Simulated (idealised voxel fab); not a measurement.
The document below concerns the process module designated voxel wiring stack.
Pictured: cross-section cut, 230 nm wide, on a grid of 5 nm square cells.
Square cells in a grid make up a cross-section in this document, and the grid is given as bands, listed from the top down, each one or more rows of cells. What a band's entry tells you: where the top is and where the bottom is, as heights in nm, and after that what lies inside, material by material from left to right, each with its width in nm. Empty space is written as the word "empty", and a single material marked with the word "all across" occupies the band from edge to edge. All heights in this document are referenced to 0, defined as the level beneath which the wafer, as received, consists entirely of one material. The lowest band is not bounded below; it extends indefinitely downward and is written in the form "0 -> down". The expression "30..40" gives the width at the extremes of the band, the first number at its top row of cells and the second at its bottom row, with the width changing by equal amounts from each row to the next in between. The designation "no modification", where it is given for a processing step, indicates that no cell of the cross-section was altered in the course of that step. "Sealed void inventory" specifies each empty space that is not open to the top and that occupies no fewer than 8 cells, using the form width x height at distance, the distance measured from the left edge and all three quantities in nm. Step line, after settings: the simulator's comment on this step. If you see "overlay nm" on a step's line and that step has a mask, it's telling you how far right of where it was planned the mask ended up; a negative number means it went left instead.

Process steps foreseen in the plan:
1) RECEIVE: material Si
2) CONFORMAL_DEP: material SiO2, thk nm 10
3) DIRECTIONAL_DEP: material TiN, thk nm 5
4) DIRECTIONAL_DEP: material Ru, thk nm 25
5) PATTERN: tone cover, mask id METAL_1, material resist, width nm 20, pitch nm 35, thk nm 15, overlay nm 0
6) DIRECTIONAL_ETCH: etch materials Ru, depth nm 25
7) DIRECTIONAL_ETCH: etch materials TiN, depth nm 5
8) STRIP: etch materials resist
9) CONFORMAL_DEP: material SiCN, thk nm 5
10) FILL_DEP: material SiO2, thk nm 10
11) CMP: height nm 40
12) CONFORMAL_DEP: material SiCN, thk nm 5
13) DIRECTIONAL_DEP: material SiO2, thk nm 20
14) MASKED_ETCH: tone open, mask id PLUG_1, width nm 15, pitch nm 70, etch materials SiO2, depth nm 20, overlay nm 0
15) MASKED_ETCH: tone open, mask id PLUG_1, width nm 15, pitch nm 70, etch materials SiCN, depth nm 5, overlay nm 0
16) EPI: material Ru, thk nm 10
17) EPI: material Ru, thk nm 10
18) EPI: material Ru, thk nm 5
19) CONFORMAL_DEP: material SiCN, thk nm 5
20) DIRECTIONAL_DEP: material SiO2, thk nm 15
21) DIRECTIONAL_DEP: material aC, thk nm 10
22) PATTERN: tone open, mask id METAL_2, material resist, width nm 20, pitch nm 35, thk nm 25, overlay nm 0
23) DIRECTIONAL_ETCH: etch materials aC, depth nm 10
24) STRIP: etch materials resist
25) DIRECTIONAL_ETCH: etch materials SiO2, depth nm 15
26) DIRECTIONAL_ETCH: etch materials SiCN, depth nm 5
27) STRIP: etch materials aC
28) CONFORMAL_DEP: material TiN, thk nm 5
29) FILL_DEP: material Ru, thk nm 10
30) CMP: height nm 85
31) CONFORMAL_DEP: material SiCN, thk nm 5
32) DIRECTIONAL_DEP: material SiO2, thk nm 20
33) PATTERN: tone open, mask id PLUG_2, material resist, width nm 15, pitch nm 70, thk nm 20, overlay nm 0
34) DIRECTIONAL_ETCH: etch materials SiO2, depth nm 20
35) DIRECTIONAL_ETCH: etch materials SiCN, depth nm 5
36) STRIP: etch materials resist
37) CONFORMAL_DEP: material TiN, thk nm 5
38) FILL_DEP: material Ru, thk nm 5
39) CMP: height nm 110
40) CONFORMAL_DEP: material SiN, thk nm 5
41) DIRECTIONAL_DEP: material lowk, thk nm 20
42) PATTERN: tone open, mask id METAL_3, material resist, width nm 20, pitch nm 35, thk nm 15, overlay nm 0
43) DIRECTIONAL_ETCH: etch materials lowk, depth nm 20
44) DIRECTIONAL_ETCH: etch materials SiN, depth nm 5
45) STRIP: etch materials resist
46) CONFORMAL_DEP: material TiN, thk nm 5
47) FILL_DEP: material Cu, thk nm 5
48) CMP: height nm 135
49) CONFORMAL_DEP: material SiCN, thk nm 5
50) DIRECTIONAL_DEP: material lowk, thk nm 25
51) MASKED_ETCH: tone open, mask id METAL_4_HOLES, width nm 15, pitch nm 35, etch materials lowk, depth nm 25, overlay nm 0
52) MASKED_ETCH: tone open, mask id METAL_4, width nm 20, pitch nm 35, etch materials lowk, depth nm 15, overlay nm 0
53) MASKED_ETCH: tone open, mask id METAL_4, width nm 20, pitch nm 35, etch materials SiCN, depth nm 5, overlay nm 0
54) CONFORMAL_DEP: material TiN, thk nm 5
55) FILL_DEP: material Cu, thk nm 10
56) CMP: height nm 165
57) CONFORMAL_DEP: material SiCN, thk nm 5

Shown in cross-section is the wafer as received, that is, as it stands after step 1:
* 0 -> down | Si all across
* Sealed void inventory: none

Looking at the first of two wafers in cross-section at end of module - ran to plan:
* 170 -> 165 | SiCN all across
* 165 -> 155 | 50 of lowk; 5 of TiN; 10 of Cu; 5 of TiN; 15 of lowk; 5 of TiN; 10 of Cu; 5 of TiN; 15 of lowk; 5 of TiN; 10 of Cu; 5 of TiN; 15 of lowk; 5 of TiN; 10 of Cu; 5 of TiN; 55 of lowk
* 155 -> 150 | 50 of lowk; 5 of TiN; 5 of Cu; 10 of TiN; 15 of lowk; 5 of TiN; 5 of Cu; 10 of TiN; 15 of lowk; 5 of TiN; 5 of Cu; 10 of TiN; 15 of lowk; 5 of TiN; 5 of Cu; 10 of TiN; 55 of lowk
* 150 -> 140 | 50 of lowk; 5 of TiN; 5 of Cu; 5 of TiN; 20 of lowk; 5 of TiN; 5 of Cu; 5 of TiN; 20 of lowk; 5 of TiN; 5 of Cu; 5 of TiN; 20 of lowk; 5 of TiN; 5 of Cu; 5 of TiN; 60 of lowk
* 140 -> 135 | 50 of SiCN; 15 of TiN; 20 of SiCN; 15 of TiN; 20 of SiCN; 15 of TiN; 20 of SiCN; 15 of TiN; 60 of SiCN
* 135 -> 115 | 50 of lowk; 5 of TiN; 10 of Cu; 5 of TiN; 15 of lowk; 5 of TiN; 10 of Cu; 5 of TiN; 15 of lowk; 5 of TiN; 10 of Cu; 5 of TiN; 15 of lowk; 5 of TiN; 10 of Cu; 5 of TiN; 55 of lowk
* 115 -> 110 | 50 of SiN; 20 of TiN; 15 of SiN; 20 of TiN; 15 of SiN; 20 of TiN; 15 of SiN; 20 of TiN; 55 of SiN
* 110 -> 90 | 50 of SiO2; 5 of TiN; 5 of Ru; 5 of TiN; 55 of SiO2; 5 of TiN; 5 of Ru; 5 of TiN; 95 of SiO2
* 90 -> 85 | 50 of SiCN; 15 of TiN; 55 of SiCN; 15 of TiN; 95 of SiCN
* 85 -> 70 | 50 of SiO2; 5 of TiN; 10 of Ru; 5 of TiN; 15 of SiO2; 5 of TiN; 10 of Ru; 5 of TiN; 15 of SiO2; 5 of TiN; 10 of Ru; 5 of TiN; 15 of SiO2; 5 of TiN; 10 of Ru; 5 of TiN; 55 of SiO2
* 70 -> 65 | 50 of SiCN; 20 of TiN; 15 of SiCN; 20 of TiN; 15 of SiCN; 20 of TiN; 15 of SiCN; 20 of TiN; 55 of SiCN
* 65 -> 45 | 50 of SiO2; 15 of Ru; 55 of SiO2; 15 of Ru; 95 of SiO2
* 45 -> 40 | 50 of SiCN; 15 of Ru; 55 of SiCN; 15 of Ru; 95 of SiCN
* 40 -> 15 | 45 of SiO2; 5 of SiCN; 20 of Ru; 5 of SiCN; 5 of SiO2; 5 of SiCN; 20 of Ru; 5 of SiCN; 5 of SiO2; 5 of SiCN; 20 of Ru; 5 of SiCN; 5 of SiO2; 5 of SiCN; 20 of Ru; 5 of SiCN; 50 of SiO2
* 15 -> 10 | 50 of SiCN; 20 of TiN; 15 of SiCN; 20 of TiN; 15 of SiCN; 20 of TiN; 15 of SiCN; 20 of TiN; 55 of SiCN
* 10 -> 0 | SiO2 all across
* 0 -> down | Si all across
* Sealed void inventory: none

This is the second of the two wafers, cross-sectioned at the end of the module; it started exactly like the first and was given the same plan, but it was run with one mistake:
* 170 -> 165 | SiCN all across
* 165 -> 155 | 50 of lowk; 5 of TiN; 15 of Cu; 5 of TiN; 10 of lowk; 5 of TiN; 15 of Cu; 5 of TiN; 10 of lowk; 5 of TiN; 15 of Cu; 5 of TiN; 10 of lowk; 5 of TiN; 15 of Cu; 5 of TiN; 50 of lowk
* 155 -> 145 | 50..60 of lowk; 15..5 of TiN; 5 of Cu; 5 of TiN; 10..20 of lowk; 15..5 of TiN; 5 of Cu; 5 of TiN; 10..20 of lowk; 15..5 of TiN; 5 of Cu; 5 of TiN; 10..20 of lowk; 15..5 of TiN; 5 of Cu; 5 of TiN; 50 of lowk
* 145 -> 140 | 60 of lowk; 15 of TiN; 20 of lowk; 15 of TiN; 20 of lowk; 15 of TiN; 20 of lowk; 15 of TiN; 50 of lowk
* 140 -> 135 | 60 of SiCN; 10 of TiN; 25 of SiCN; 10 of TiN; 25 of SiCN; 10 of TiN; 25 of SiCN; 10 of TiN; 55 of SiCN
* 135 -> 115 | 50 of lowk; 5 of TiN; 10 of Cu; 5 of TiN; 15 of lowk; 5 of TiN; 10 of Cu; 5 of TiN; 15 of lowk; 5 of TiN; 10 of Cu; 5 of TiN; 15 of lowk; 5 of TiN; 10 of Cu; 5 of TiN; 55 of lowk
* 115 -> 110 | 50 of SiN; 20 of TiN; 15 of SiN; 20 of TiN; 15 of SiN; 20 of TiN; 15 of SiN; 20 of TiN; 55 of SiN
* 110 -> 90 | 50 of SiO2; 5 of TiN; 5 of Ru; 5 of TiN; 55 of SiO2; 5 of TiN; 5 of Ru; 5 of TiN; 95 of SiO2
* 90 -> 85 | 50 of SiCN; 15 of TiN; 55 of SiCN; 15 of TiN; 95 of SiCN
* 85 -> 70 | 50 of SiO2; 5 of TiN; 10 of Ru; 5 of TiN; 15 of SiO2; 5 of TiN; 10 of Ru; 5 of TiN; 15 of SiO2; 5 of TiN; 10 of Ru; 5 of TiN; 15 of SiO2; 5 of TiN; 10 of Ru; 5 of TiN; 55 of SiO2
* 70 -> 65 | 50 of SiCN; 20 of TiN; 15 of SiCN; 20 of TiN; 15 of SiCN; 20 of TiN; 15 of SiCN; 20 of TiN; 55 of SiCN
* 65 -> 45 | 50 of SiO2; 15 of Ru; 55 of SiO2; 15 of Ru; 95 of SiO2
* 45 -> 40 | 50 of SiCN; 15 of Ru; 55 of SiCN; 15 of Ru; 95 of SiCN
* 40 -> 15 | 45 of SiO2; 5 of SiCN; 20 of Ru; 5 of SiCN; 5 of SiO2; 5 of SiCN; 20 of Ru; 5 of SiCN; 5 of SiO2; 5 of SiCN; 20 of Ru; 5 of SiCN; 5 of SiO2; 5 of SiCN; 20 of Ru; 5 of SiCN; 50 of SiO2
* 15 -> 10 | 50 of SiCN; 20 of TiN; 15 of SiCN; 20 of TiN; 15 of SiCN; 20 of TiN; 15 of SiCN; 20 of TiN; 55 of SiCN
* 10 -> 0 | SiO2 all across
* 0 -> down | Si all across
* Sealed void inventory: none
Deviation noted in wafer processing: so step 51 ended up running with a different setting than we planned, it ran as MASKED_ETCH: tone open, mask id METAL_4_HOLES, width nm 15, pitch nm 35, etch materials lowk, depth nm 25, overlay nm 10
In the final state, the cell counts of the second wafer exceed or fall short of those of the first for the following materials: +4 Cu; +4 SiCN; +4 TiN; -12 lowk
